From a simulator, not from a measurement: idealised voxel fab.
Process module, titled voxel released beams
This is section cut - it's 145 nm across, gridded in 5 nm square cells.
The cross-sections in this document take the form of a grid made of square cells. They are written out as bands, in order from top to bottom. Each band consists of one or more rows of cells. Basically the band line says how high the top is and how high the bottom is, in nm, and then what's in it from left to right, every material with its width in nm. Empty space shows up as "blank", and if a single material carries "full width" it runs the full band edge to edge. The reference from which all heights are counted is 0, the level beneath which the as-received wafer is entirely one material; the lowest band, having no lower bound, proceeds downward and is written after the example "from 0 down". A width given as "30 to 40" starts at the first number in the band's top row and ends at the second number in its bottom row, shifting by an equal amount at every step from row to row. What does "changes: none" mean for a step? It means no cell of the cross-section changed in that step. Empty spaces counting at least 8 cells and having no open way to the top are listed in "Voids lacking openings". The notation width x height at distance is used for each, the distance being from the left edge and all three values in nm. Step line, after settings: the simulator's comment on this step. "overlay nm" denotes, for a step that has a mask, the displacement of the mask to the right of its planned place, with negative values corresponding to the left.

Planned step list for the process
1. op RECEIVE | material Si
2. op CONFORMAL_DEP | material SiN | thk nm 10
3. op DIRECTIONAL_DEP | material SiO2 | thk nm 10
4. op DIRECTIONAL_DEP | material aC | thk nm 10
5. op PATTERN | tone open | mask id ANCHOR | material resist | width nm 30 | thk nm 30 | overlay nm 0
6. op DIRECTIONAL_ETCH | etch materials aC | depth nm 10
7. op STRIP | etch materials resist
8. op DIRECTIONAL_ETCH | etch materials SiO2 | depth nm 10
9. op STRIP | etch materials aC
10. op CONFORMAL_DEP | material TiN | thk nm 5
11. op DIRECTIONAL_DEP | material aC | thk nm 15
12. op PATTERN | tone cover | mask id BEAM | material resist | width nm 90 | thk nm 35 | overlay nm 0
13. op DIRECTIONAL_ETCH | etch materials aC | depth nm 15
14. op STRIP | etch materials resist
15. op DIRECTIONAL_ETCH | etch materials TiN | depth nm 10
16. op STRIP | etch materials aC
17. op STRIP | etch materials SiO2
Same starting wafers, different thk nm at step 10. Plan value belongs to the first wafer.

Cross-section of the first of several wafers as received (after step 1)
- from 0 down = Si full width
- Voids lacking openings: none

Heads up, this table goes wafer by wafer. A row tells you, at the end of the module, how many cells of each material that wafer has put on (+) or dropped (-) since it was received, and then its closed voids
thk nm 5 | +58 SiN | +22 TiN | Voids lacking openings: none
thk nm 10 | +58 SiN | +44 TiN | Voids lacking openings: none
thk nm 15 | +58 SiN | +46 SiO2 | +77 TiN | Voids lacking openings: none
thk nm 20 | +58 SiN | +46 SiO2 | +106 TiN | Voids lacking openings: none
thk nm 25 | +58 SiN | +46 SiO2 | +135 TiN | Voids lacking openings: none
